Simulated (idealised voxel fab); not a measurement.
This is a process module. Its name is voxel quadruple lines.
Cross-section cut spans 200 nm and uses square cells 5 nm in size.
This document writes a cross-section as a grid whose cells are square, and gives it as bands, listed from the top down; one or more rows of cells form a band.
A band entry consists of two parts. The first gives the height of the band's top and the height of its bottom, in nm. The rest lists the band's materials from left to right, each with its width in nm. A single material labelled with the word "all across" fills the band from edge to edge, and the word "air" marks empty space.
Height 0 is the level under which the wafer as received is all one material. The lowest band goes on downwards, as in "0 down".
The two numbers in a width such as "30->40" mark its ends across the band: the first belongs to the top row of cells, the second to the bottom row, and from each row to the next the width moves by the same amount.
Basically "remains unaltered" means that step didn't change any cell in the cross-section.
Closed-off voids of 8+ cells (no open route to the top) go in "Trapped void list", written width x height at distance from the left edge, in nm.
Past the settings on a step's line: simulator remark, on that step.
Steps that use a mask can have "overlay nm" on their line. It says how far the mask sat to the right of where it was meant to be. Negative means to the left.

### Here's what the planned process steps look like
1,op RECEIVE | material Si
2,op CONFORMAL_DEP | material Al2O3 | thk nm 5
3,op DIRECTIONAL_DEP | material Ru | thk nm 10
4,op DIRECTIONAL_DEP | material polySi | thk nm 20
5,op DIRECTIONAL_DEP | material aC | thk nm 20
6,op PATTERN | tone cover | mask id MANDREL | material resist | width nm 20 | pitch nm 60 | thk nm 30 | overlay nm 0
7,op DIRECTIONAL_ETCH | etch materials aC | depth nm 20
8,op STRIP | etch materials resist
9,op CONFORMAL_DEP | material SiO2 | thk nm 10
10,op DIRECTIONAL_ETCH | etch materials SiO2 | depth nm 10
11,op STRIP | etch materials aC
12,op DIRECTIONAL_ETCH | etch materials polySi | depth nm 20
13,op STRIP | etch materials SiO2
14,op CONFORMAL_DEP | material SiN | thk nm 5
15,op DIRECTIONAL_ETCH | etch materials SiN | depth nm 5
16,op STRIP | etch materials polySi
17,op DIRECTIONAL_ETCH | etch materials Ru | depth nm 10
18,op STRIP | etch materials SiN
19,op FILL_DEP | material SiO2 | thk nm 10
20,op CMP | height nm 15

### This is the cross-section of the wafer as we received it, i.e. after step 1
    0 down | Si all across
    Trapped void list: none

### First of two wafers: cross-section at end of module, run per plan
    15 to 5 | SiO2=45  Ru=5  SiO2=10  Ru=5  SiO2=10  Ru=5  SiO2=10  Ru=5  SiO2=10  Ru=5  SiO2=10  Ru=5  SiO2=10  Ru=5  SiO2=10  Ru=5  SiO2=45
    5 to 0 | Al2O3 all across
    0 down | Si all across
    Trapped void list: none

### Here's the second of our two wafers sectioned at module end. Same start as the first, same plan, but one mistake got made running it
    15 to 5 | SiO2=55  Ru=5  SiO2=20  Ru=5  SiO2=30  Ru=5  SiO2=20  Ru=5  SiO2=55
    5 to 0 | Al2O3 all across
    0 down | Si all across
    Trapped void list: none
The plan and the run diverged here: step 6 deviated from plan and actually ran as op PATTERN | tone open | mask id MANDREL | material resist | width nm 20 | pitch nm 60 | thk nm 30 | overlay nm 0
Final cells, second wafer relative to first, materials higher or lower: 8 fewer of Ru | 8 more of SiO2
